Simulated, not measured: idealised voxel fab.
Process module name: voxel fin reveal
In the cross-section labelled cut, the width is 190 nm and each square cell is 5 nm.
In this document a cross-section is written as a grid of square cells. It is given as a series of bands, listed from the top down, and a band is one or more rows of cells.
The entry gives the band's vertical extent as a top height and a bottom height in nm, then its horizontal make-up as materials from left to right, each with a width in nm. "blank" stands for empty space; a single material marked "edge to edge" fills the band edge to edge.
Heights are expressed relative to 0, this being the level below which the as-received wafer comprises one material exclusively. The lowest band is unbounded in the downward direction and is denoted as in "0 down".
A width given as "30->40" starts at the first number in the band's top row and ends at the second number in its bottom row, shifting by an equal amount at every step from row to row.
"nothing got changed", as given for a step, is the statement that not any cell of the cross-section underwent a change during that step.
"Enclosed void inventory" lists enclosed empty spaces (at least 8 cells, no open path upward to the top), each as width x height at distance from the left edge, in nm.
Where a step's line continues beyond its settings, the continuation is a remark by the simulator itself on that step.
overlay nm: on a step with a mask, how far right of its planned place the mask lay; negative means left.
### Planned step list for the process
1) RECEIVE with material Si
2) CONFORMAL_DEP with material SiN, thk nm 10
3) DIRECTIONAL_DEP with material aC, thk nm 10
4) PATTERN with tone cover, mask id FINS, material resist, width nm 15, pitch nm 40, thk nm 25, overlay nm 0
5) DIRECTIONAL_ETCH with etch materials aC, depth nm 10
6) STRIP with etch materials resist
7) DIRECTIONAL_ETCH with etch materials SiN, depth nm 10
8) DIRECTIONAL_ETCH with etch materials Si, depth nm 30
9) STRIP with etch materials aC
10) FILL_DEP with material SiO2, thk nm 10
11) CMP with height nm 10
12) SELECTIVE_ETCH with etch materials SiO2, depth nm 20
13) STRIP with etch materials SiN
14) CONFORMAL_DEP with material SiO2, thk nm 5
### What follows covers the first of two wafers; it ran as planned
### So this is the incoming wafer in cross-section - it's already been through step 1
> 0 down  Si edge to edge
> Enclosed void inventory: none
### State of the wafer after step 2, shown in cross-section
> 10 to 0  SiN edge to edge
> Nothing below the height 0 has changed.
### State of the wafer after step 3, shown in cross-section
> 20 to 10  aC edge to edge
> Nothing below the height 10 has changed.
### State of the wafer after step 4, shown in cross-section
> 45 to 20  blank 65 / resist 15 / blank 25 / resist 15 / blank 70
> Nothing below the height 20 has changed.
### State of the wafer after step 5, shown in cross-section
> 35 to 20  blank 65 / resist 15 / blank 25 / resist 15 / blank 70
> 20 to 10  blank 65 / aC 15 / blank 25 / aC 15 / blank 70
> Nothing below the height 10 has changed.
### State of the wafer after step 6, shown in cross-section
> 20 to 10  blank 65 / aC 15 / blank 25 / aC 15 / blank 70
> Nothing below the height 10 has changed.
### State of the wafer after step 7, shown in cross-section
> 20 to 10  blank 65 / aC 15 / blank 25 / aC 15 / blank 70
> 10 to 0  blank 65 / SiN 15 / blank 25 / SiN 15 / blank 70
> Nothing below the height 0 has changed.
### State of the wafer after step 8, shown in cross-section
> 20 to 10  blank 65 / aC 15 / blank 25 / aC 15 / blank 70
> 10 to 0  blank 65 / SiN 15 / blank 25 / SiN 15 / blank 70
> 0 to -30  blank 65 / Si 15 / blank 25 / Si 15 / blank 70
> Nothing below the height -30 has changed.
### State of the wafer after step 9, shown in cross-section
> 10 to 0  blank 65 / SiN 15 / blank 25 / SiN 15 / blank 70
> Nothing below the height 0 has changed.
### State of the wafer after step 10, shown in cross-section
> 20 to 10  SiO2 edge to edge
> 10 to 0  SiO2 65 / SiN 15 / SiO2 25 / SiN 15 / SiO2 70
> 0 to -30  SiO2 65 / Si 15 / SiO2 25 / Si 15 / SiO2 70
> Nothing below the height -30 has changed.
### State of the wafer after step 11, shown in cross-section
> 10 to 0  SiO2 65 / SiN 15 / SiO2 25 / SiN 15 / SiO2 70
> Nothing below the height 0 has changed.
### State of the wafer after step 12, shown in cross-section
> 10 to 0  blank 65 / SiN 15 / blank 25 / SiN 15 / blank 70
> 0 to -10  blank 65 / Si 15 / blank 25 / Si 15 / blank 70
> Nothing below the height -10 has changed.
### State of the wafer after step 13, shown in cross-section
> 0 to -10  blank 65 / Si 15 / blank 25 / Si 15 / blank 70
> Nothing below the height -10 has changed.
### State of the wafer after step 14, shown in cross-section
> 5 to 0  blank 60 / SiO2 25 / blank 15 / SiO2 25 / blank 65
> 0 to -5  blank 60 / SiO2 5 / Si 15 / SiO2 5 / blank 15 / SiO2 5 / Si 15 / SiO2 5 / blank 65
> -5 to -30  SiO2 65 / Si 15 / SiO2 25 / Si 15 / SiO2 70
> Nothing below the height -30 has changed.
### Second wafer, same starting state and plan as the first, one mistake in the run, identical through step 3
### when step 4 should have ended
> 45 to 20  blank 65 / resist 20 / blank 20 / resist 20 / blank 65
> Nothing below the height 20 has changed.
### when step 5 should have ended
> 35 to 20  blank 65 / resist 20 / blank 20 / resist 20 / blank 65
> 20 to 10  blank 65 / aC 20 / blank 20 / aC 20 / blank 65
> Nothing below the height 10 has changed.
### when step 6 should have ended
> 20 to 10  blank 65 / aC 20 / blank 20 / aC 20 / blank 65
> Nothing below the height 10 has changed.
### when step 7 should have ended
> 20 to 10  blank 65 / aC 20 / blank 20 / aC 20 / blank 65
> 10 to 0  blank 65 / SiN 20 / blank 20 / SiN 20 / blank 65
> Nothing below the height 0 has changed.
### when step 8 should have ended
> 20 to 10  blank 65 / aC 20 / blank 20 / aC 20 / blank 65
> 10 to 0  blank 65 / SiN 20 / blank 20 / SiN 20 / blank 65
> 0 to -30  blank 65 / Si 20 / blank 20 / Si 20 / blank 65
> Nothing below the height -30 has changed.
### when step 9 should have ended
> 10 to 0  blank 65 / SiN 20 / blank 20 / SiN 20 / blank 65
> Nothing below the height 0 has changed.
### when step 10 should have ended
> 20 to 10  SiO2 edge to edge
> 10 to 0  SiO2 65 / SiN 20 / SiO2 20 / SiN 20 / SiO2 65
> 0 to -30  SiO2 65 / Si 20 / SiO2 20 / Si 20 / SiO2 65
> Nothing below the height -30 has changed.
### when step 11 should have ended
> 10 to 0  SiO2 65 / SiN 20 / SiO2 20 / SiN 20 / SiO2 65
> Nothing below the height 0 has changed.
### when step 12 should have ended
> 10 to 0  blank 65 / SiN 20 / blank 20 / SiN 20 / blank 65
> 0 to -10  blank 65 / Si 20 / blank 20 / Si 20 / blank 65
> Nothing below the height -10 has changed.
### when step 13 should have ended
> 0 to -10  blank 65 / Si 20 / blank 20 / Si 20 / blank 65
> Nothing below the height -10 has changed.
### when step 14 should have ended
> 5 to 0  blank 60 / SiO2 30 / blank 10 / SiO2 30 / blank 60
> 0 to -5  blank 60 / SiO2 5 / Si 20 / SiO2 5 / blank 10 / SiO2 5 / Si 20 / SiO2 5 / blank 60
> -5 to -30  SiO2 65 / Si 20 / SiO2 20 / Si 20 / SiO2 65
> Nothing below the height -30 has changed.
Misprocessing identified: step 4 was run on a setting that differed from the plan, and what really ran there is PATTERN with tone cover, mask id FINS, material resist, width nm 20, pitch nm 40, thk nm 25, overlay nm 0
End check, counted in cells, second wafer has more or fewer of these materials than the first: 12 more of Si | 8 fewer of SiO2
